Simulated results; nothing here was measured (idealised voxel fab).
Name of the process module below: voxel released beams
Each square cell in cross-section cut measures 5 nm, and the section as a whole is 235 nm wide.
In what follows, cross-sections appear as grids of square cells, described through bands that run from the top down, where every band is one or more rows of cells.
This entry defines a band. It first specifies the height of the band's top and the height of its bottom in nm, and then specifies the band's materials from left to right, stating each material with its width in nm. The word "edge to edge" identifies a single material that fills the band from edge to edge, while the word "air" identifies empty space.
Heights are expressed relative to 0, this being the level below which the as-received wafer comprises one material exclusively. The lowest band is unbounded in the downward direction and is denoted as in "0 -> down".
Read "30->40" as a graded width: first number on top, second number at the bottom, same change between each pair of neighbouring rows.
It should be understood that the words "all unchanged", when stated for a given step, signify that the cross-section underwent no change in any of its cells during that step.
The entry titled "Sealed cavities" provides the empty spaces that have no open way to the top, restricted to those of 8 cells or more. Each is presented as width x height at distance, the distance being measured from the left edge, with all three in nm.
Past the settings on a step's line: simulator remark, on that step.
Among the settings permitted on a step's line is "overlay nm"; applied to a step with a mask, it specifies the extent to which the mask lay to the right of its planned position, whereas a negative figure signifies a position to the left.

The steps planned for the process are as follows:
1. RECEIVE: material Si
2. CONFORMAL_DEP: material Al2O3, thk nm 10
3. DIRECTIONAL_DEP: material SiO2, thk nm 15
4. MASKED_ETCH: tone open, mask id ANCHOR, width nm 30, etch materials SiO2, depth nm 15, overlay nm 0
5. CONFORMAL_DEP: material polySi, thk nm 10
6. MASKED_ETCH: tone cover, mask id BEAM, width nm 100, etch materials polySi, depth nm 10, overlay nm 0
7. STRIP: etch materials SiO2

Wafer cross-section on receipt, i.e. after step 1:
0 -> down  Si edge to edge
Sealed cavities: none

Looking at the first of two wafers in cross-section at end of module - ran to plan:
35 -> 25  65 nm air | 15 nm polySi | 10 nm air | 75 nm polySi | 70 nm air
25 -> 20  70 nm air | 10 nm polySi | 10 nm air | 10 nm polySi | 135 nm air
20 -> 10  70 nm air | 30 nm polySi | 135 nm air
10 -> 0  Al2O3 edge to edge
0 -> down  Si edge to edge
Sealed cavities: none

second wafer at the end: like start, like plan, one mistake:
35 -> 25  65 nm air | 100 nm polySi | 70 nm air
25 -> 15  Al2O3 edge to edge
15 -> 0  SiO2 edge to edge
0 -> down  Si edge to edge
Sealed cavities: none
Run error: step 2 ran in the slot meant for step 3, and vice versa
Final comparison by cell count, materials where the second wafer has more or fewer than the first: SiO2 +141 | polySi -12
